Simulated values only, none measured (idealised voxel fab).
process module | voxel ribs on slabs
cross-section cut | 295 nm wide | cells 5 nm
A cross-section is a grid of square cells, given in bands from the top down. A band is one or more rows of cells.
Each band's line starts with the height of the band's top and of its bottom, in nm. Then come its materials from left to right, each with its width in nm. One material with "throughout" fills the band from edge to edge. "air" is empty space.
Height 0 is the level under which the wafer as received is all one material. The lowest band goes on downwards, as in "0 down".
A width such as "30 to 40" changes by the same amount from each row of cells to the next, from the band's top row to its bottom row.
"no change" after a step means that no cell of the cross-section changed.
closed voids: empty space of 8 cells or more with no open way to the top, each as width x height at its distance from the left edge, in nm
after a step's settings: what the simulator itself notes on the step
overlay nm, on a step with a mask: how far to the right of its planned place the mask lay; to the left if negative
plan
1 op RECEIVE | material Si
2 op DIRECTIONAL_DEP | material SiO2 | thk nm 25
3 op DIRECTIONAL_DEP | material polySi | thk nm 15
4 op PATTERN | tone cover | mask id RIB | material resist | width nm 30 | thk nm 15 | overlay nm 0
5 op DIRECTIONAL_ETCH | etch materials polySi | depth nm 5
6 op STRIP | etch materials resist
7 op MASKED_ETCH | tone cover | mask id SLAB | width nm 60 | etch materials polySi | depth nm 10 | overlay nm 0
8 op FILL_DEP | material SiO2 | thk nm 20
9 op CMP | height nm 55
10 op DIRECTIONAL_DEP | material TiN | thk nm 5
11 op MASKED_ETCH | tone cover | mask id HEATER | width nm 40 | etch materials TiN | depth nm 5 | overlay nm 0
12 op CONFORMAL_DEP | material SiN | thk nm 5
as received, after step 1
  0 down: Si throughout
  closed voids: none
a wafer at the end: this start, this plan, one mistake
  65 to 60: air 120 | SiN 50 | air 125
  60 to 55: SiN 125 | TiN 40 | SiN 130
  55 to 40: SiO2 throughout
  40 to 35: SiO2 130 | polySi 30 | SiO2 135
  35 to 25: SiO2 120 | polySi 55 | SiO2 120
  25 to 0: SiO2 throughout
  0 down: Si throughout
  closed voids: none
what went wrong: step 7 ran as: op MASKED_ETCH | tone cover | mask id SLAB | width nm 55 | etch materials polySi | depth nm 10 | overlay nm 0
